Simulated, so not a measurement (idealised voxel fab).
Process module in this document: voxel capacitor over wiring
Section cut is 230 nm wide and gridded with 5 nm square cells.
Throughout this document, each cross-section is represented as a grid of square cells and is presented as a sequence of bands enumerated from the top downward, where a band comprises one or more rows of cells. What a band's entry tells you: where the top is and where the bottom is, as heights in nm, and after that what lies inside, material by material from left to right, each with its width in nm. Empty space is written as the word "air", and a single material marked with the word "full width" occupies the band from edge to edge. Height reference: 0 = level under which incoming wafer is all one material. Lowest band: no bottom, runs on downward, e.g. "0 and below". Width: "30->40" (first number = top row, second number = bottom row, same change from row to row of cells). "nothing altered" after a step means that no cell of the cross-section changed. Closed empty spaces (no open way to the top) of 8 cells or more are what "Sealed void inventory" lists, each as width x height at distance from the left edge, nm for all three. after a step's settings: what the simulator itself notes on the step. overlay nm: mask right of planned place by this much (step with mask). Neg. = left.
## Below is the list of planned process steps
1,RECEIVE,material Si
2,CONFORMAL_DEP,material SiO2,thk nm 15
3,DIRECTIONAL_DEP,material TiN,thk nm 5
4,DIRECTIONAL_DEP,material Ru,thk nm 15
5,PATTERN,tone cover,mask id METAL_1,material resist,width nm 25,pitch nm 80,thk nm 20,overlay nm 0
6,DIRECTIONAL_ETCH,etch materials Ru,depth nm 15
7,DIRECTIONAL_ETCH,etch materials TiN,depth nm 5
8,STRIP,etch materials resist
9,FILL_DEP,material lowk,thk nm 10
10,CMP,height nm 35
11,CONFORMAL_DEP,material SiCN,thk nm 5
12,DIRECTIONAL_DEP,material lowk,thk nm 20
13,DIRECTIONAL_DEP,material aC,thk nm 10
14,PATTERN,tone open,mask id PLUG_1,material resist,width nm 15,thk nm 30,overlay nm 0
15,DIRECTIONAL_ETCH,etch materials aC,depth nm 10
16,STRIP,etch materials resist
17,DIRECTIONAL_ETCH,etch materials lowk,depth nm 20
18,DIRECTIONAL_ETCH,etch materials SiCN,depth nm 5
19,STRIP,etch materials aC
20,CONFORMAL_DEP,material TiN,thk nm 5
21,FILL_DEP,material Ru,thk nm 5
22,CMP,height nm 60
23,DIRECTIONAL_DEP,material TiN,thk nm 10
24,DIRECTIONAL_DEP,material Al2O3,thk nm 5
25,DIRECTIONAL_DEP,material TiN,thk nm 5
26,MASKED_ETCH,tone cover,mask id UPPER_PLATE,width nm 60,etch materials TiN,depth nm 5,overlay nm 0
27,MASKED_ETCH,tone cover,mask id UPPER_PLATE,width nm 60,etch materials Al2O3,depth nm 5,overlay nm 0
28,MASKED_ETCH,tone cover,mask id LOWER_PLATE,width nm 70,etch materials TiN,depth nm 10,overlay nm 0
29,FILL_DEP,material SiO2,thk nm 15
30,CMP,height nm 90
31,DIRECTIONAL_DEP,material aC,thk nm 10
32,PATTERN,tone open,mask id PLUG_2,material resist,width nm 15,thk nm 25,overlay nm 0
33,DIRECTIONAL_ETCH,etch materials aC,depth nm 10
34,STRIP,etch materials resist
35,DIRECTIONAL_ETCH,etch materials SiO2,depth nm 10
36,STRIP,etch materials aC
37,CONFORMAL_DEP,material TiN,thk nm 5
38,FILL_DEP,material Ru,thk nm 5
39,CMP,height nm 90
40,CONFORMAL_DEP,material SiCN,thk nm 5
## Shown in cross-section is the wafer as received, that is, as it stands after step 1
* 0 and below = Si full width
* Sealed void inventory: none
## Post-module cross-section: identical start and plan to those above, one misstep in execution
* 95 down to 90 = SiCN full width
* 90 down to 85 = SiO2=80 | TiN=5 | Ru=5 | TiN=5 | SiO2=135
* 85 down to 75 = SiO2=80->70 | TiN=15->60 | SiO2=135->100
* 75 down to 70 = SiO2=70 | Al2O3=60 | SiO2=100
* 70 down to 60 = SiO2=70 | TiN=70 | SiO2=90
* 60 down to 40 = lowk=70 | TiN=5 | Ru=5 | TiN=5 | lowk=145
* 40 down to 35 = SiCN=70 | TiN=15 | SiCN=145
* 35 down to 20 = lowk=60 | Ru=25 | lowk=55 | Ru=25 | lowk=65
* 20 down to 15 = lowk=60 | TiN=25 | lowk=55 | TiN=25 | lowk=65
* 15 down to 0 = SiO2 full width
* 0 and below = Si full width
* Sealed void inventory: none
In executing the process, a mistake was made relative to the plan: not per plan at step 28, really ran MASKED_ETCH,tone cover,mask id LOWER_PLATE,width nm 70,etch materials TiN,depth nm 10,overlay nm 5
